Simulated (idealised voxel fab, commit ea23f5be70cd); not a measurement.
Process module heading - voxel fin reveal
Square cells of 5 nm make up the cross-section cut, whose width is 185 nm.
Each cross-section below is a grid of square cells, stated as bands in top-down order, with one or more rows of cells making up each band.
A band entry consists of two parts. The first gives the height of the band's top and the height of its bottom, in nm. The rest lists the band's materials from left to right, each with its width in nm. A single material labelled with the word "edge to edge" fills the band from edge to edge, and the word "empty" marks empty space.
Measure heights from 0. That's the level where, below it, the as-received wafer is all one material. The lowest band is bottomless and extends downward; write it as in "from 0 down".
You'd read "30->40" like this: the band's top row of cells is as wide as the first number, its bottom row is as wide as the second, and going down, every row changes width by the same amount as the row before did.
Key: "nothing altered" - step with no changed cell in the cross-section.
Entry "Closed void inventory" = empty spaces >= 8 cells with no open way to the top; each as width x height at distance, distance from left edge, all nm.
after a step's settings: what the simulator itself notes on the step
Regarding "overlay nm": on a step with a mask, it is the distance the mask lay to the right of its planned place; a negative value places it to the left.
THE PLANNED PROCESS STEPS ARE ENUMERATED HEREUNDER
| 1 | RECEIVE [material Si] |
| 2 | CONFORMAL_DEP [material SiN] [thk nm 5] |
| 3 | MASKED_ETCH [tone cover] [mask id FINS] [width nm 15] [pitch nm 45] [etch materials SiN] [depth nm 5] [overlay nm 0] |
| 4 | MASKED_ETCH [tone cover] [mask id FINS] [width nm 15] [pitch nm 45] [etch materials Si] [depth nm 40] [overlay nm 0] |
| 5 | OXIDIZE [depth nm 5] |
| 6 | FILL_DEP [material SiO2] [thk nm 5] |
| 7 | CMP [height nm 5] |
| 8 | SELECTIVE_ETCH [etch materials SiO2] [depth nm 25] |
| 9 | STRIP [etch materials SiN] |
THE FIRST WAFER OF TWO, PROCESSED AS PLANNED
CROSS-SECTION OF THE WAFER AS IT CAME TO US, I.E., ALREADY THROUGH STEP 1
- from 0 down = Si edge to edge
- Closed void inventory: none
UPON COMPLETION OF STEP 2, THE WAFER APPEARS IN CROSS-SECTION AS SHOWN
- from 5 to 0 = SiN edge to edge
- Beneath the level 0, the cross-section is identical to its previous state.
UPON COMPLETION OF STEP 3, THE WAFER APPEARS IN CROSS-SECTION AS SHOWN
- from 5 to 0 = 15 nm empty, 15 nm SiN, 30 nm empty, 15 nm SiN, 30 nm empty, 15 nm SiN, 30 nm empty, 15 nm SiN, 20 nm empty
- Beneath the level 0, the cross-section is identical to its previous state.
UPON COMPLETION OF STEP 4, THE WAFER APPEARS IN CROSS-SECTION AS SHOWN
- from 5 to 0 = 15 nm empty, 15 nm SiN, 30 nm empty, 15 nm SiN, 30 nm empty, 15 nm SiN, 30 nm empty, 15 nm SiN, 20 nm empty
- from 0 to -40 = 15 nm empty, 15 nm Si, 30 nm empty, 15 nm Si, 30 nm empty, 15 nm Si, 30 nm empty, 15 nm Si, 20 nm empty
- Beneath the level -40, the cross-section is identical to its previous state.
UPON COMPLETION OF STEP 5, THE WAFER APPEARS IN CROSS-SECTION AS SHOWN
- from 5 to 0 = 15 nm empty, 15 nm SiN, 30 nm empty, 15 nm SiN, 30 nm empty, 15 nm SiN, 30 nm empty, 15 nm SiN, 20 nm empty
- from 0 to -40 = 15 nm empty, 5 nm SiO2, 5 nm Si, 5 nm SiO2, 30 nm empty, 5 nm SiO2, 5 nm Si, 5 nm SiO2, 30 nm empty, 5 nm SiO2, 5 nm Si, 5 nm SiO2, 30 nm empty, 5 nm SiO2, 5 nm Si, 5 nm SiO2, 20 nm empty
- from -40 to -45 = 20 nm SiO2, 5 nm Si, 40 nm SiO2, 5 nm Si, 40 nm SiO2, 5 nm Si, 40 nm SiO2, 5 nm Si, 25 nm SiO2
- Beneath the level -45, the cross-section is identical to its previous state.
UPON COMPLETION OF STEP 6, THE WAFER APPEARS IN CROSS-SECTION AS SHOWN
- from 10 to 5 = SiO2 edge to edge
- from 5 to 0 = 15 nm SiO2, 15 nm SiN, 30 nm SiO2, 15 nm SiN, 30 nm SiO2, 15 nm SiN, 30 nm SiO2, 15 nm SiN, 20 nm SiO2
- from 0 to -45 = 20 nm SiO2, 5 nm Si, 40 nm SiO2, 5 nm Si, 40 nm SiO2, 5 nm Si, 40 nm SiO2, 5 nm Si, 25 nm SiO2
- Beneath the level -45, the cross-section is identical to its previous state.
UPON COMPLETION OF STEP 7, THE WAFER APPEARS IN CROSS-SECTION AS SHOWN
- from 5 to 0 = 15 nm SiO2, 15 nm SiN, 30 nm SiO2, 15 nm SiN, 30 nm SiO2, 15 nm SiN, 30 nm SiO2, 15 nm SiN, 20 nm SiO2
- Beneath the level 0, the cross-section is identical to its previous state.
UPON COMPLETION OF STEP 8, THE WAFER APPEARS IN CROSS-SECTION AS SHOWN
- from 5 to 0 = 15 nm empty, 15 nm SiN, 30 nm empty, 15 nm SiN, 30 nm empty, 15 nm SiN, 30 nm empty, 15 nm SiN, 20 nm empty
- from 0 to -20 = 20 nm empty, 5 nm Si, 40 nm empty, 5 nm Si, 40 nm empty, 5 nm Si, 40 nm empty, 5 nm Si, 25 nm empty
- Beneath the level -20, the cross-section is identical to its previous state.
UPON COMPLETION OF STEP 9, THE WAFER APPEARS IN CROSS-SECTION AS SHOWN
- from 0 to -20 = 20 nm empty, 5 nm Si, 40 nm empty, 5 nm Si, 40 nm empty, 5 nm Si, 40 nm empty, 5 nm Si, 25 nm empty
- Beneath the level -20, the cross-section is identical to its previous state.
WHAT FOLLOWS CONCERNS THE SECOND WAFER, WHICH STARTED OUT LIKE THE FIRST AND WAS MEANT TO FOLLOW THE VERY SAME PLAN; ONE MISTAKE CREPT IN WHEN IT WAS RUN, BUT EVERYTHING UP TO AND INCLUDING STEP 2 IS THE SAME AS FOR THE FIRST WAFER
SECOND WAFER PROFILE IN SECTION, AT THE MOMENT STEP 3 OF THE PLAN WAS MEANT TO BE COMPLETE
- from 5 to 0 = 15 nm empty, 20 nm SiN, 25 nm empty, 20 nm SiN, 25 nm empty, 20 nm SiN, 25 nm empty, 20 nm SiN, 15 nm empty
- Beneath the level 0, the cross-section is identical to its previous state.
SECOND WAFER PROFILE IN SECTION, AT THE MOMENT STEP 4 OF THE PLAN WAS MEANT TO BE COMPLETE
- from 5 to 0 = 15 nm empty, 20 nm SiN, 25 nm empty, 20 nm SiN, 25 nm empty, 20 nm SiN, 25 nm empty, 20 nm SiN, 15 nm empty
- from 0 to -40 = 15 nm empty, 20 nm Si, 25 nm empty, 20 nm Si, 25 nm empty, 20 nm Si, 25 nm empty, 20 nm Si, 15 nm empty
- Beneath the level -40, the cross-section is identical to its previous state.
SECOND WAFER PROFILE IN SECTION, AT THE MOMENT STEP 5 OF THE PLAN WAS MEANT TO BE COMPLETE
- from 5 to 0 = 15 nm empty, 20 nm SiN, 25 nm empty, 20 nm SiN, 25 nm empty, 20 nm SiN, 25 nm empty, 20 nm SiN, 15 nm empty
- from 0 to -40 = 15 nm empty, 5 nm SiO2, 10 nm Si, 5 nm SiO2, 25 nm empty, 5 nm SiO2, 10 nm Si, 5 nm SiO2, 25 nm empty, 5 nm SiO2, 10 nm Si, 5 nm SiO2, 25 nm empty, 5 nm SiO2, 10 nm Si, 5 nm SiO2, 15 nm empty
- from -40 to -45 = 20 nm SiO2, 10 nm Si, 35 nm SiO2, 10 nm Si, 35 nm SiO2, 10 nm Si, 35 nm SiO2, 10 nm Si, 20 nm SiO2
- Beneath the level -45, the cross-section is identical to its previous state.
SECOND WAFER PROFILE IN SECTION, AT THE MOMENT STEP 6 OF THE PLAN WAS MEANT TO BE COMPLETE
- from 10 to 5 = SiO2 edge to edge
- from 5 to 0 = 15 nm SiO2, 20 nm SiN, 25 nm SiO2, 20 nm SiN, 25 nm SiO2, 20 nm SiN, 25 nm SiO2, 20 nm SiN, 15 nm SiO2
- from 0 to -45 = 20 nm SiO2, 10 nm Si, 35 nm SiO2, 10 nm Si, 35 nm SiO2, 10 nm Si, 35 nm SiO2, 10 nm Si, 20 nm SiO2
- Beneath the level -45, the cross-section is identical to its previous state.
SECOND WAFER PROFILE IN SECTION, AT THE MOMENT STEP 7 OF THE PLAN WAS MEANT TO BE COMPLETE
- from 5 to 0 = 15 nm SiO2, 20 nm SiN, 25 nm SiO2, 20 nm SiN, 25 nm SiO2, 20 nm SiN, 25 nm SiO2, 20 nm SiN, 15 nm SiO2
- Beneath the level 0, the cross-section is identical to its previous state.
SECOND WAFER PROFILE IN SECTION, AT THE MOMENT STEP 8 OF THE PLAN WAS MEANT TO BE COMPLETE
- from 5 to 0 = 15 nm empty, 20 nm SiN, 25 nm empty, 20 nm SiN, 25 nm empty, 20 nm SiN, 25 nm empty, 20 nm SiN, 15 nm empty
- from 0 to -20 = 20 nm empty, 10 nm Si, 35 nm empty, 10 nm Si, 35 nm empty, 10 nm Si, 35 nm empty, 10 nm Si, 20 nm empty
- Beneath the level -20, the cross-section is identical to its previous state.
SECOND WAFER PROFILE IN SECTION, AT THE MOMENT STEP 9 OF THE PLAN WAS MEANT TO BE COMPLETE
- from 0 to -20 = 20 nm empty, 10 nm Si, 35 nm empty, 10 nm Si, 35 nm empty, 10 nm Si, 35 nm empty, 10 nm Si, 20 nm empty
- Beneath the level -20, the cross-section is identical to its previous state.
What broke from the plan during processing? step 3 went in with a setting other than planned; the actual run was MASKED_ETCH [tone cover] [mask id FINS] [width nm 20] [pitch nm 45] [etch materials SiN] [depth nm 5] [overlay nm 0]
Final wafer comparison in cells, second versus first, more or fewer per material: 36 more of Si; 20 fewer of SiO2
